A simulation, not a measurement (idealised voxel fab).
Proc. module: voxel self aligned contacts
In the cross-section labelled cut, the width is 235 nm and each square cell is 5 nm.
If you're reading a cross-section in this doc, picture square cells in a grid; it comes to you as bands, top ones listed first down to the bottom, and a band can be one or more rows of cells. Within each band entry, the heights of the top and of the bottom of the band appear first, in that order and in nm; the materials of the band then follow from left to right, each with its corresponding width in nm. The designation "everywhere" on a single material indicates that it fills the band from edge to edge; the designation "empty" indicates empty space. It should be noted that heights are counted from 0, beneath which the wafer as supplied is of one material throughout, and that the lowest band possesses no lower boundary but continues downward, as written in "from 0 down". Note: "30..40" means the width goes from the first number (top row of the band) to the second number (bottom row) in equal steps per row of cells. The designation "nothing changed", where it is given for a processing step, indicates that no cell of the cross-section was altered in the course of that step. Sealed internal cavities: empty space of 8 cells or more with no open way to the top, each as width x height at its distance from the left edge, in nm. Text after the settings on a step's line: the simulator's own remark on that step. A step line may carry the setting "overlay nm", which, for steps involving a mask, states the distance by which the mask lay to the right of its intended position; negative values denote displacement to the left.
Steps in the process plan:
1,RECEIVE with material Si
2,OXIDIZE with depth nm 5
3,DIRECTIONAL_DEP with material polySi, thk nm 25
4,DIRECTIONAL_DEP with material SiN, thk nm 15
5,MASKED_ETCH with tone cover, mask id GATE, width nm 25, pitch nm 50, etch materials SiN, depth nm 15, overlay nm 0
6,MASKED_ETCH with tone cover, mask id GATE, width nm 25, pitch nm 50, etch materials polySi, depth nm 25, overlay nm 0
7,CONFORMAL_DEP with material SiN, thk nm 5
8,DIRECTIONAL_ETCH with etch materials SiN, depth nm 5
9,FILL_DEP with material SiO2, thk nm 20
10,CMP with height nm 50
11,PATTERN with tone open, mask id CONTACT, material resist, width nm 35, thk nm 15, overlay nm 0
12,DIRECTIONAL_ETCH with etch materials SiO2, depth nm 55
13,STRIP with etch materials resist
14,CONFORMAL_DEP with material TiN, thk nm 5
15,FILL_DEP with material W, thk nm 5
16,CMP with height nm 50
17,CONFORMAL_DEP with material SiCN, thk nm 5
So, the first of our two wafers, run just as we planned it:
Cross-section of the wafer as it came to us, i.e., already through step 1:
* from 0 down  Si everywhere
* Sealed internal cavities: none
Cross-section of the wafer subsequent to step 2:
* from 0 to -5  SiO2 everywhere
* No changes below -5.
Cross-section of the wafer subsequent to step 3:
* from 25 to 0  polySi everywhere
* No changes below 0.
Cross-section of the wafer subsequent to step 4:
* from 40 to 25  SiN everywhere
* No changes below 25.
Cross-section of the wafer subsequent to step 5:
* from 40 to 25  empty 80 / SiN 25 / empty 25 / SiN 25 / empty 80
* No changes below 25.
Cross-section of the wafer subsequent to step 6:
* from 40 to 25  empty 80 / SiN 25 / empty 25 / SiN 25 / empty 80
* from 25 to 0  empty 80 / polySi 25 / empty 25 / polySi 25 / empty 80
* No changes below 0.
Cross-section of the wafer subsequent to step 7:
* from 45 to 25  empty 75 / SiN 35 / empty 15 / SiN 35 / empty 75
* from 25 to 5  empty 75 / SiN 5 / polySi 25 / SiN 5 / empty 15 / SiN 5 / polySi 25 / SiN 5 / empty 75
* from 5 to 0  SiN 80 / polySi 25 / SiN 25 / polySi 25 / SiN 80
* No changes below 0.
Cross-section of the wafer subsequent to step 8:
* from 40 to 25  empty 75 / SiN 35 / empty 15 / SiN 35 / empty 75
* from 25 to 0  empty 75 / SiN 5 / polySi 25 / SiN 5 / empty 15 / SiN 5 / polySi 25 / SiN 5 / empty 75
* No changes below 0.
Cross-section of the wafer subsequent to step 9:
* from 60 to 40  SiO2 everywhere
* from 40 to 25  SiO2 75 / SiN 35 / SiO2 15 / SiN 35 / SiO2 75
* from 25 to 0  SiO2 75 / SiN 5 / polySi 25 / SiN 5 / SiO2 15 / SiN 5 / polySi 25 / SiN 5 / SiO2 75
* No changes below 0.
Cross-section of the wafer subsequent to step 10:
* from 50 to 40  SiO2 everywhere
* No changes below 40.
Cross-section of the wafer subsequent to step 11:
* from 65 to 50  resist 100 / empty 35 / resist 100
* No changes below 50.
Cross-section of the wafer subsequent to step 12:
* from 65 to 50  resist 100 / empty 35 / resist 100
* from 50 to 40  SiO2 100 / empty 35 / SiO2 100
* from 40 to 25  SiO2 75 / SiN 35 / empty 15 / SiN 35 / SiO2 75
* from 25 to 0  SiO2 75 / SiN 5 / polySi 25 / SiN 5 / empty 15 / SiN 5 / polySi 25 / SiN 5 / SiO2 75
* from 0 to -5  SiO2 110 / empty 15 / SiO2 110
* No changes below -5.
Cross-section of the wafer subsequent to step 13:
* from 50 to 40  SiO2 100 / empty 35 / SiO2 100
* No changes below 40.
Cross-section of the wafer subsequent to step 14:
* from 55 to 50  TiN 105 / empty 25 / TiN 105
* from 50 to 40  SiO2 100 / TiN 5..15 / empty 25..5 / TiN 5..15 / SiO2 100
* from 40 to 25  SiO2 75 / SiN 35 / TiN 5 / empty 5 / TiN 5 / SiN 35 / SiO2 75
* from 25 to 0  SiO2 75 / SiN 5 / polySi 25 / SiN 5 / TiN 5 / empty 5 / TiN 5 / SiN 5 / polySi 25 / SiN 5 / SiO2 75
* from 0 to -5  SiO2 110 / TiN 15 / SiO2 110
* No changes below -5.
Cross-section of the wafer subsequent to step 15:
* from 60 to 55  W everywhere
* from 55 to 50  TiN 105 / W 25 / TiN 105
* from 50 to 40  SiO2 100 / TiN 5..15 / W 25..5 / TiN 5..15 / SiO2 100
* from 40 to 25  SiO2 75 / SiN 35 / TiN 5 / W 5 / TiN 5 / SiN 35 / SiO2 75
* from 25 to 0  SiO2 75 / SiN 5 / polySi 25 / SiN 5 / TiN 5 / W 5 / TiN 5 / SiN 5 / polySi 25 / SiN 5 / SiO2 75
* No changes below 0.
Cross-section of the wafer subsequent to step 16:
* from 50 to 40  SiO2 100 / TiN 5..15 / W 25..5 / TiN 5..15 / SiO2 100
* No changes below 40.
Cross-section of the wafer subsequent to step 17:
* from 55 to 50  SiCN everywhere
* No changes below 50.
Notes, second wafer: start = first wafer's, plan = first wafer's, execution had one mistake; history identical to first through step 5:
when step 6 should have ended:
* from 40 to 25  empty 80 / SiN 25 / empty 25 / SiN 25 / empty 80
* from 25 to 0  empty 70 / polySi 35 / empty 15 / polySi 35 / empty 80
* No changes below 0.
when step 7 should have ended:
* from 45 to 30  empty 75 / SiN 35 / empty 15 / SiN 35 / empty 75
* from 30 to 25  empty 65 / SiN 45 / empty 5 / SiN 45 / empty 75
* from 25 to 5  empty 65 / SiN 5 / polySi 35 / SiN 5 / empty 5 / SiN 5 / polySi 35 / SiN 5 / empty 75
* from 5 to 0  SiN 70 / polySi 35 / SiN 15 / polySi 35 / SiN 80
* No changes below 0.
when step 8 should have ended:
* from 40 to 25  empty 75 / SiN 35 / empty 15 / SiN 35 / empty 75
* from 25 to 0  empty 65 / SiN 5 / polySi 35 / SiN 5 / empty 5 / SiN 5 / polySi 35 / SiN 5 / empty 75
* No changes below 0.
when step 9 should have ended:
* from 60 to 40  SiO2 everywhere
* from 40 to 25  SiO2 75 / SiN 35 / SiO2 15 / SiN 35 / SiO2 75
* from 25 to 0  SiO2 65 / SiN 5 / polySi 35 / SiN 5 / SiO2 5 / SiN 5 / polySi 35 / SiN 5 / SiO2 75
* No changes below 0.
when step 10 should have ended:
* from 50 to 40  SiO2 everywhere
* No changes below 40.
when step 11 should have ended:
* from 65 to 50  resist 100 / empty 35 / resist 100
* No changes below 50.
when step 12 should have ended:
* from 65 to 50  resist 100 / empty 35 / resist 100
* from 50 to 40  SiO2 100 / empty 35 / SiO2 100
* from 40 to 25  SiO2 75 / SiN 35 / empty 15 / SiN 35 / SiO2 75
* from 25 to 0  SiO2 65 / SiN 5 / polySi 35 / SiN 5 / empty 5 / SiN 5 / polySi 35 / SiN 5 / SiO2 75
* from 0 to -5  SiO2 110 / empty 5 / SiO2 120
* No changes below -5.
when step 13 should have ended:
* from 50 to 40  SiO2 100 / empty 35 / SiO2 100
* No changes below 40.
when step 14 should have ended:
* from 55 to 50  TiN 105 / empty 25 / TiN 105
* from 50 to 40  SiO2 100 / TiN 5..15 / empty 25..5 / TiN 5..15 / SiO2 100
* from 40 to 30  SiO2 75 / SiN 35 / TiN 5 / empty 5 / TiN 5 / SiN 35 / SiO2 75
* from 30 to 25  SiO2 75 / SiN 35 / TiN 15 / SiN 35 / SiO2 75
* from 25 to 0  SiO2 65 / SiN 5 / polySi 35 / SiN 5 / TiN 5 / SiN 5 / polySi 35 / SiN 5 / SiO2 75
* from 0 to -5  SiO2 110 / TiN 5 / SiO2 120
* No changes below -5.
when step 15 should have ended:
* from 60 to 55  W everywhere
* from 55 to 50  TiN 105 / W 25 / TiN 105
* from 50 to 40  SiO2 100 / TiN 5..15 / W 25..5 / TiN 5..15 / SiO2 100
* from 40 to 30  SiO2 75 / SiN 35 / TiN 5 / W 5 / TiN 5 / SiN 35 / SiO2 75
* No changes below 30.
when step 16 should have ended:
* from 50 to 40  SiO2 100 / TiN 5..15 / W 25..5 / TiN 5..15 / SiO2 100
* No changes below 40.
when step 17 should have ended:
* from 55 to 50  SiCN everywhere
* No changes below 50.
Misprocessing identified: the process deviated at step 6: the operation and settings actually run there were MASKED_ETCH with tone cover, mask id GATE, width nm 25, pitch nm 50, etch materials polySi, depth nm 25, overlay nm -10
It is noted that, at the conclusion of processing, the second wafer exhibits a higher or lower cell count for certain materials relative to the first: SiO2: 8 fewer | TiN: 6 fewer | W: 6 fewer | polySi: 20 more
